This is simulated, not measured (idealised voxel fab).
Title: Process Module voxel wiring stack
145 nm wide, 5 nm square cells: that's cross-section cut.
This document writes a cross-section as a grid whose cells are square, and gives it as bands, listed from the top down; one or more rows of cells form a band. The band entry comprises the height of the band's top followed by the height of its bottom, expressed in nm, and subsequently the band's materials from left to right, each stated together with its width in nm. Where a single material is marked with the word "throughout", that material fills the band from edge to edge. The word "blank" represents empty space. Below 0: as-received wafer, all one material; heights counted from there. Lowest band: no bottom, goes on down, written "z 0 and below". When a width is written as two numbers, as in "30 to 40", the first number is the width in the top row of cells of the band and the second is the width in its bottom row, and the width changes by the same amount from each row to the next. Step note "all unchanged" = no cross-section cell changed. The label "Closed void listing" introduces a list of the empty spaces, 8 cells or larger, that have no open way up to the top; each entry in it reads width x height at distance, where the distance is taken from the left edge and all three are stated in nm. What comes after the settings on a step's line is commentary from the simulator itself on that step. On any step carrying a mask, the "overlay nm" setting, if present on the step's line, tells how far right of its planned place the mask lay; negative values point to the left.

PLANNED PROCESS STEPS
1 RECEIVE: material Si
2 CONFORMAL_DEP: material SiO2, thk nm 10
3 DIRECTIONAL_DEP: material TiN, thk nm 5
4 DIRECTIONAL_DEP: material W, thk nm 15
5 DIRECTIONAL_DEP: material aC, thk nm 15
6 PATTERN: tone cover, mask id METAL_1, material resist, width nm 25, pitch nm 55, thk nm 30, overlay nm 0
7 DIRECTIONAL_ETCH: etch materials aC, depth nm 15
8 STRIP: etch materials resist
9 DIRECTIONAL_ETCH: etch materials W, depth nm 15
10 DIRECTIONAL_ETCH: etch materials TiN, depth nm 5
11 STRIP: etch materials aC
12 CONFORMAL_DEP: material SiCN, thk nm 5
13 FILL_DEP: material SiO2, thk nm 5
14 CMP: height nm 30
15 CONFORMAL_DEP: material SiCN, thk nm 5
16 DIRECTIONAL_DEP: material SiO2, thk nm 35
17 MASKED_ETCH: tone open, mask id METAL_2_HOLES, width nm 15, etch materials SiO2, depth nm 35, overlay nm 0
18 PATTERN: tone open, mask id METAL_2, material resist, width nm 25, pitch nm 55, thk nm 20, overlay nm 0
19 DIRECTIONAL_ETCH: etch materials SiO2, depth nm 20
20 DIRECTIONAL_ETCH: etch materials SiCN, depth nm 5
21 STRIP: etch materials resist
22 CONFORMAL_DEP: material TiN, thk nm 5
23 FILL_DEP: material Ru, thk nm 10
24 CMP: height nm 70
25 CONFORMAL_DEP: material SiCN, thk nm 5
26 DIRECTIONAL_DEP: material SiO2, thk nm 20
27 DIRECTIONAL_DEP: material aC, thk nm 10
28 PATTERN: tone open, mask id PLUG_2, material resist, width nm 15, thk nm 25, overlay nm 0
29 DIRECTIONAL_ETCH: etch materials aC, depth nm 10
30 STRIP: etch materials resist
31 DIRECTIONAL_ETCH: etch materials SiO2, depth nm 20
32 DIRECTIONAL_ETCH: etch materials SiCN, depth nm 5
33 STRIP: etch materials aC
34 EPI: material Ru, thk nm 10
35 EPI: material Ru, thk nm 10
36 EPI: material Ru, thk nm 5
37 DIRECTIONAL_DEP: material TiN, thk nm 5
38 DIRECTIONAL_DEP: material Ru, thk nm 15
39 PATTERN: tone cover, mask id METAL_3, material resist, width nm 25, pitch nm 55, thk nm 15, overlay nm 0
40 DIRECTIONAL_ETCH: etch materials Ru, depth nm 15
41 DIRECTIONAL_ETCH: etch materials TiN, depth nm 5
42 STRIP: etch materials resist
43 FILL_DEP: material SiO2, thk nm 10
44 CMP: height nm 115
45 CONFORMAL_DEP: material SiN, thk nm 5

FIRST OF TWO WAFERS, WITH THE RUN CARRIED OUT AS PLANNED

CROSS-SECTION OF THE INCOMING WAFER, STATE AFTER STEP 1
- z 0 and below: Si throughout
- Closed void listing: none

YOU'RE LOOKING AT A CROSS-SECTION OF THE WAFER AFTER STEP 2
- z 10 to 0: SiO2 throughout
- Heights below 0 show no change.

YOU'RE LOOKING AT A CROSS-SECTION OF THE WAFER AFTER STEP 3
- z 15 to 10: TiN throughout
- Heights below 10 show no change.

YOU'RE LOOKING AT A CROSS-SECTION OF THE WAFER AFTER STEP 4
- z 30 to 15: W throughout
- Heights below 15 show no change.

YOU'RE LOOKING AT A CROSS-SECTION OF THE WAFER AFTER STEP 5
- z 45 to 30: aC throughout
- Heights below 30 show no change.

YOU'RE LOOKING AT A CROSS-SECTION OF THE WAFER AFTER STEP 6
- z 75 to 45: 30 of blank; 25 of resist; 30 of blank; 25 of resist; 35 of blank
- Heights below 45 show no change.

YOU'RE LOOKING AT A CROSS-SECTION OF THE WAFER AFTER STEP 7
- z 60 to 45: 30 of blank; 25 of resist; 30 of blank; 25 of resist; 35 of blank
- z 45 to 30: 30 of blank; 25 of aC; 30 of blank; 25 of aC; 35 of blank
- Heights below 30 show no change.

YOU'RE LOOKING AT A CROSS-SECTION OF THE WAFER AFTER STEP 8
- z 45 to 30: 30 of blank; 25 of aC; 30 of blank; 25 of aC; 35 of blank
- Heights below 30 show no change.

YOU'RE LOOKING AT A CROSS-SECTION OF THE WAFER AFTER STEP 9
- z 45 to 30: 30 of blank; 25 of aC; 30 of blank; 25 of aC; 35 of blank
- z 30 to 15: 30 of blank; 25 of W; 30 of blank; 25 of W; 35 of blank
- Heights below 15 show no change.

YOU'RE LOOKING AT A CROSS-SECTION OF THE WAFER AFTER STEP 10
- z 45 to 30: 30 of blank; 25 of aC; 30 of blank; 25 of aC; 35 of blank
- z 30 to 15: 30 of blank; 25 of W; 30 of blank; 25 of W; 35 of blank
- z 15 to 10: 30 of blank; 25 of TiN; 30 of blank; 25 of TiN; 35 of blank
- Heights below 10 show no change.

YOU'RE LOOKING AT A CROSS-SECTION OF THE WAFER AFTER STEP 11
- z 30 to 15: 30 of blank; 25 of W; 30 of blank; 25 of W; 35 of blank
- Heights below 15 show no change.

YOU'RE LOOKING AT A CROSS-SECTION OF THE WAFER AFTER STEP 12
- z 35 to 30: 25 of blank; 35 of SiCN; 20 of blank; 35 of SiCN; 30 of blank
- z 30 to 15: 25 of blank; 5 of SiCN; 25 of W; 5 of SiCN; 20 of blank; 5 of SiCN; 25 of W; 5 of SiCN; 30 of blank
- z 15 to 10: 30 of SiCN; 25 of TiN; 30 of SiCN; 25 of TiN; 35 of SiCN
- Heights below 10 show no change.

YOU'RE LOOKING AT A CROSS-SECTION OF THE WAFER AFTER STEP 13
- z 40 to 35: SiO2 throughout
- z 35 to 30: 25 of SiO2; 35 of SiCN; 20 of SiO2; 35 of SiCN; 30 of SiO2
- z 30 to 15: 25 of SiO2; 5 of SiCN; 25 of W; 5 of SiCN; 20 of SiO2; 5 of SiCN; 25 of W; 5 of SiCN; 30 of SiO2
- Heights below 15 show no change.

YOU'RE LOOKING AT A CROSS-SECTION OF THE WAFER AFTER STEP 14
- z 30 to 15: 25 of SiO2; 5 of SiCN; 25 of W; 5 of SiCN; 20 of SiO2; 5 of SiCN; 25 of W; 5 of SiCN; 30 of SiO2
- Heights below 15 show no change.

YOU'RE LOOKING AT A CROSS-SECTION OF THE WAFER AFTER STEP 15
- z 35 to 30: SiCN throughout
- Heights below 30 show no change.

YOU'RE LOOKING AT A CROSS-SECTION OF THE WAFER AFTER STEP 16
- z 70 to 35: SiO2 throughout
- Heights below 35 show no change.

YOU'RE LOOKING AT A CROSS-SECTION OF THE WAFER AFTER STEP 17
- z 70 to 35: 30 of SiO2; 15 of blank; 100 of SiO2
- Heights below 35 show no change.

YOU'RE LOOKING AT A CROSS-SECTION OF THE WAFER AFTER STEP 18
- z 90 to 70: 30 of resist; 25 of blank; 30 of resist; 25 of blank; 35 of resist
- Heights below 70 show no change.

YOU'RE LOOKING AT A CROSS-SECTION OF THE WAFER AFTER STEP 19
- z 90 to 70: 30 of resist; 25 of blank; 30 of resist; 25 of blank; 35 of resist
- z 70 to 50: 30 of SiO2; 25 of blank; 30 of SiO2; 25 of blank; 35 of SiO2
- Heights below 50 show no change.

YOU'RE LOOKING AT A CROSS-SECTION OF THE WAFER AFTER STEP 20
- z 90 to 70: 30 of resist; 25 of blank; 30 of resist; 25 of blank; 35 of resist
- z 70 to 50: 30 of SiO2; 25 of blank; 30 of SiO2; 25 of blank; 35 of SiO2
- z 50 to 35: 30 of SiO2; 15 of blank; 100 of SiO2
- z 35 to 30: 30 of SiCN; 15 of blank; 100 of SiCN
- Heights below 30 show no change.

YOU'RE LOOKING AT A CROSS-SECTION OF THE WAFER AFTER STEP 21
- z 70 to 50: 30 of SiO2; 25 of blank; 30 of SiO2; 25 of blank; 35 of SiO2
- Heights below 50 show no change.

YOU'RE LOOKING AT A CROSS-SECTION OF THE WAFER AFTER STEP 22
- z 75 to 70: 35 of TiN; 15 of blank; 40 of TiN; 15 of blank; 40 of TiN
- z 70 to 55: 30 of SiO2; 5 of TiN; 15 of blank; 5 of TiN; 30 of SiO2; 5 of TiN; 15 of blank; 5 of TiN; 35 of SiO2
- z 55 to 50: 30 of SiO2; 5 of TiN; 5 of blank; 15 of TiN; 30 of SiO2; 25 of TiN; 35 of SiO2
- z 50 to 35: 30 of SiO2; 5 of TiN; 5 of blank; 5 of TiN; 100 of SiO2
- z 35 to 30: 30 of SiCN; 15 of TiN; 100 of SiCN
- Heights below 30 show no change.

YOU'RE LOOKING AT A CROSS-SECTION OF THE WAFER AFTER STEP 23
- z 85 to 75: Ru throughout
- z 75 to 70: 35 of TiN; 15 of Ru; 40 of TiN; 15 of Ru; 40 of TiN
- z 70 to 55: 30 of SiO2; 5 of TiN; 15 of Ru; 5 of TiN; 30 of SiO2; 5 of TiN; 15 of Ru; 5 of TiN; 35 of SiO2
- z 55 to 50: 30 of SiO2; 5 of TiN; 5 of Ru; 15 of TiN; 30 of SiO2; 25 of TiN; 35 of SiO2
- z 50 to 35: 30 of SiO2; 5 of TiN; 5 of Ru; 5 of TiN; 100 of SiO2
- Heights below 35 show no change.

YOU'RE LOOKING AT A CROSS-SECTION OF THE WAFER AFTER STEP 24
- z 70 to 55: 30 of SiO2; 5 of TiN; 15 of Ru; 5 of TiN; 30 of SiO2; 5 of TiN; 15 of Ru; 5 of TiN; 35 of SiO2
- Heights below 55 show no change.

YOU'RE LOOKING AT A CROSS-SECTION OF THE WAFER AFTER STEP 25
- z 75 to 70: SiCN throughout
- Heights below 70 show no change.

YOU'RE LOOKING AT A CROSS-SECTION OF THE WAFER AFTER STEP 26
- z 95 to 75: SiO2 throughout
- Heights below 75 show no change.

YOU'RE LOOKING AT A CROSS-SECTION OF THE WAFER AFTER STEP 27
- z 105 to 95: aC throughout
- Heights below 95 show no change.

YOU'RE LOOKING AT A CROSS-SECTION OF THE WAFER AFTER STEP 28
- z 130 to 105: 30 of resist; 15 of blank; 100 of resist
- Heights below 105 show no change.

YOU'RE LOOKING AT A CROSS-SECTION OF THE WAFER AFTER STEP 29
- z 120 to 105: 30 of resist; 15 of blank; 100 of resist
- z 105 to 95: 30 of aC; 15 of blank; 100 of aC
- Heights below 95 show no change.

YOU'RE LOOKING AT A CROSS-SECTION OF THE WAFER AFTER STEP 30
- z 105 to 95: 30 of aC; 15 of blank; 100 of aC
- Heights below 95 show no change.

YOU'RE LOOKING AT A CROSS-SECTION OF THE WAFER AFTER STEP 31
- z 105 to 95: 30 of aC; 15 of blank; 100 of aC
- z 95 to 75: 30 of SiO2; 15 of blank; 100 of SiO2
- Heights below 75 show no change.

YOU'RE LOOKING AT A CROSS-SECTION OF THE WAFER AFTER STEP 32
- z 105 to 95: 30 of aC; 15 of blank; 100 of aC
- z 95 to 75: 30 of SiO2; 15 of blank; 100 of SiO2
- z 75 to 70: 30 of SiCN; 15 of blank; 100 of SiCN
- Heights below 70 show no change.

YOU'RE LOOKING AT A CROSS-SECTION OF THE WAFER AFTER STEP 33
- z 95 to 75: 30 of SiO2; 15 of blank; 100 of SiO2
- Heights below 75 show no change.

YOU'RE LOOKING AT A CROSS-SECTION OF THE WAFER AFTER STEP 34
- z 95 to 80: 30 of SiO2; 15 of blank; 100 of SiO2
- z 80 to 75: 30 of SiO2; 15 of Ru; 100 of SiO2
- z 75 to 70: 30 of SiCN; 15 of Ru; 100 of SiCN
- Heights below 70 show no change.

YOU'RE LOOKING AT A CROSS-SECTION OF THE WAFER AFTER STEP 35
- z 95 to 90: 30 of SiO2; 15 of blank; 100 of SiO2
- z 90 to 75: 30 of SiO2; 15 of Ru; 100 of SiO2
- Heights below 75 show no change.

YOU'RE LOOKING AT A CROSS-SECTION OF THE WAFER AFTER STEP 36
- z 95 to 75: 30 of SiO2; 15 of Ru; 100 of SiO2
- Heights below 75 show no change.

YOU'RE LOOKING AT A CROSS-SECTION OF THE WAFER AFTER STEP 37
- z 100 to 95: TiN throughout
- Heights below 95 show no change.

YOU'RE LOOKING AT A CROSS-SECTION OF THE WAFER AFTER STEP 38
- z 115 to 100: Ru throughout
- Heights below 100 show no change.

YOU'RE LOOKING AT A CROSS-SECTION OF THE WAFER AFTER STEP 39
- z 130 to 115: 30 of blank; 25 of resist; 30 of blank; 25 of resist; 35 of blank
- Heights below 115 show no change.

YOU'RE LOOKING AT A CROSS-SECTION OF THE WAFER AFTER STEP 40
- z 130 to 115: 30 of blank; 25 of resist; 30 of blank; 25 of resist; 35 of blank
- z 115 to 100: 30 of blank; 25 of Ru; 30 of blank; 25 of Ru; 35 of blank
- Heights below 100 show no change.

YOU'RE LOOKING AT A CROSS-SECTION OF THE WAFER AFTER STEP 41
- z 130 to 115: 30 of blank; 25 of resist; 30 of blank; 25 of resist; 35 of blank
- z 115 to 100: 30 of blank; 25 of Ru; 30 of blank; 25 of Ru; 35 of blank
- z 100 to 95: 30 of blank; 25 of TiN; 30 of blank; 25 of TiN; 35 of blank
- Heights below 95 show no change.

YOU'RE LOOKING AT A CROSS-SECTION OF THE WAFER AFTER STEP 42
- z 115 to 100: 30 of blank; 25 of Ru; 30 of blank; 25 of Ru; 35 of blank
- Heights below 100 show no change.

YOU'RE LOOKING AT A CROSS-SECTION OF THE WAFER AFTER STEP 43
- z 125 to 115: SiO2 throughout
- z 115 to 100: 30 of SiO2; 25 of Ru; 30 of SiO2; 25 of Ru; 35 of SiO2
- z 100 to 95: 30 of SiO2; 25 of TiN; 30 of SiO2; 25 of TiN; 35 of SiO2
- Heights below 95 show no change.

YOU'RE LOOKING AT A CROSS-SECTION OF THE WAFER AFTER STEP 44
- z 115 to 100: 30 of SiO2; 25 of Ru; 30 of SiO2; 25 of Ru; 35 of SiO2
- Heights below 100 show no change.

YOU'RE LOOKING AT A CROSS-SECTION OF THE WAFER AFTER STEP 45
- z 120 to 115: SiN throughout
- Heights below 115 show no change.

REGARDING THE SECOND OF THE TWO WAFERS: IT SHARED THE FIRST WAFER'S STARTING CONDITION AND PROCESS PLAN, YET ONE ERROR OCCURRED DURING ITS EXECUTION. ITS HISTORY COINCIDES WITH THAT OF THE FIRST WAFER UP TO AND INCLUDING STEP 38

THE SECOND WAFER IN CROSS-SECTION, AT THE PLANNED CLOSE OF STEP 39
- z 130 to 115: 30 of blank; 30 of resist; 25 of blank; 30 of resist; 30 of blank
- Heights below 115 show no change.

THE SECOND WAFER IN CROSS-SECTION, AT THE PLANNED CLOSE OF STEP 40
- z 130 to 115: 30 of blank; 30 of resist; 25 of blank; 30 of resist; 30 of blank
- z 115 to 100: 30 of blank; 30 of Ru; 25 of blank; 30 of Ru; 30 of blank
- Heights below 100 show no change.

THE SECOND WAFER IN CROSS-SECTION, AT THE PLANNED CLOSE OF STEP 41
- z 130 to 115: 30 of blank; 30 of resist; 25 of blank; 30 of resist; 30 of blank
- z 115 to 100: 30 of blank; 30 of Ru; 25 of blank; 30 of Ru; 30 of blank
- z 100 to 95: 30 of blank; 30 of TiN; 25 of blank; 30 of TiN; 30 of blank
- Heights below 95 show no change.

THE SECOND WAFER IN CROSS-SECTION, AT THE PLANNED CLOSE OF STEP 42
- z 115 to 100: 30 of blank; 30 of Ru; 25 of blank; 30 of Ru; 30 of blank
- Heights below 100 show no change.

THE SECOND WAFER IN CROSS-SECTION, AT THE PLANNED CLOSE OF STEP 43
- z 125 to 115: SiO2 throughout
- z 115 to 100: 30 of SiO2; 30 of Ru; 25 of SiO2; 30 of Ru; 30 of SiO2
- z 100 to 95: 30 of SiO2; 30 of TiN; 25 of SiO2; 30 of TiN; 30 of SiO2
- Heights below 95 show no change.

THE SECOND WAFER IN CROSS-SECTION, AT THE PLANNED CLOSE OF STEP 44
- z 115 to 100: 30 of SiO2; 30 of Ru; 25 of SiO2; 30 of Ru; 30 of SiO2
- Heights below 100 show no change.

THE SECOND WAFER IN CROSS-SECTION, AT THE PLANNED CLOSE OF STEP 45
- z 120 to 115: SiN throughout
- Heights below 115 show no change.
The plan and the run diverged here: step 39 off recipe, ran as PATTERN: tone cover, mask id METAL_3, material resist, width nm 30, pitch nm 55, thk nm 15, overlay nm 0
The second wafer ends with more or fewer cells of some materials than the first, per final count: Ru: 6 more, SiO2: 8 fewer, TiN: 2 more
